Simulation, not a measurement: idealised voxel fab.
This is a process module. Its name is voxel ribs on slabs.
Shown is cross-section cut, with a width of 145 nm and square cells of size 5 nm.
We lay out every cross-section as a grid of square cells and spell it out in bands from the top down, where one band means one or more rows of cells.
Read a band's entry like this: the first values are the height of its top and the height of its bottom in nm, and what follows is the sequence of materials from left to right, each with its width in nm. Note that "blank" is empty space, and that a single material marked "all across" reaches across the band from edge to edge.
Height is counted from the level 0, under which the received wafer is composed throughout of one material. The lowest of the bands is not closed at the bottom but continues downward, in the notation "0 down".
You'd read "30->40" like this: the band's top row of cells is as wide as the first number, its bottom row is as wide as the second, and going down, every row changes width by the same amount as the row before did.
"stayed the same" (step): cross-section cells unchanged, all of them.
Enclosed voids (no open way to top), threshold 8 cells or more, entry "Unvented internal voids", notation width x height at distance, distance from left edge, nm.
Text after the settings on a step's line: the simulator's own remark on that step.
overlay nm: for a step with a mask, the amount by which the mask lay right of where it was planned; a negative amount means left of it.

Steps planned for the process
1: RECEIVE | material Si
2: DIRECTIONAL_DEP | material SiO2 | thk nm 25
3: DIRECTIONAL_DEP | material polySi | thk nm 15
4: DIRECTIONAL_DEP | material aC | thk nm 15
5: PATTERN | tone cover | mask id RIB | material resist | width nm 25 | thk nm 35 | overlay nm 0
6: DIRECTIONAL_ETCH | etch materials aC | depth nm 15
7: STRIP | etch materials resist
8: DIRECTIONAL_ETCH | etch materials polySi | depth nm 10
9: STRIP | etch materials aC
10: DIRECTIONAL_DEP | material aC | thk nm 10
11: PATTERN | tone cover | mask id SLAB | material resist | width nm 85 | thk nm 25 | overlay nm 0
12: DIRECTIONAL_ETCH | etch materials aC | depth nm 10
13: STRIP | etch materials resist
14: DIRECTIONAL_ETCH | etch materials polySi | depth nm 5
15: STRIP | etch materials aC
16: FILL_DEP | material SiO2 | thk nm 20
17: CMP | height nm 50
18: DIRECTIONAL_DEP | material W | thk nm 10
19: PATTERN | tone cover | mask id HEATER | material resist | width nm 35 | thk nm 15 | overlay nm 0
20: DIRECTIONAL_ETCH | etch materials W | depth nm 10
21: STRIP | etch materials resist
22: CONFORMAL_DEP | material SiN | thk nm 10

Wafer as received: cross-section following step 1
> 0 down: Si all across
> Unvented internal voids: none

first wafer at the end, as planned
> 70 to 60: blank (45) | SiN (55) | blank (45)
> 60 to 50: SiN (55) | W (35) | SiN (55)
> 50 to 40: SiO2 all across
> 40 to 30: SiO2 (60) | polySi (25) | SiO2 (60)
> 30 to 25: SiO2 (30) | polySi (85) | SiO2 (30)
> 25 to 0: SiO2 all across
> 0 down: Si all across
> Unvented internal voids: none

Cross-section, second wafer: same start as the first, same plan as the first, one mistake in running it; taken at the end of the module
> 70 to 60: blank (55) | SiN (55) | blank (35)
> 60 to 50: SiN (65) | W (35) | SiN (45)
> 50 to 40: SiO2 all across
> 40 to 30: SiO2 (60) | polySi (25) | SiO2 (60)
> 30 to 25: SiO2 (30) | polySi (85) | SiO2 (30)
> 25 to 0: SiO2 all across
> 0 down: Si all across
> Unvented internal voids: none
Finding, execution versus plan: off-plan run, step 19, actual operation and settings PATTERN | tone cover | mask id HEATER | material resist | width nm 35 | thk nm 15 | overlay nm 10
End check, second vs first wafer: material counts in cells match, positions do not.
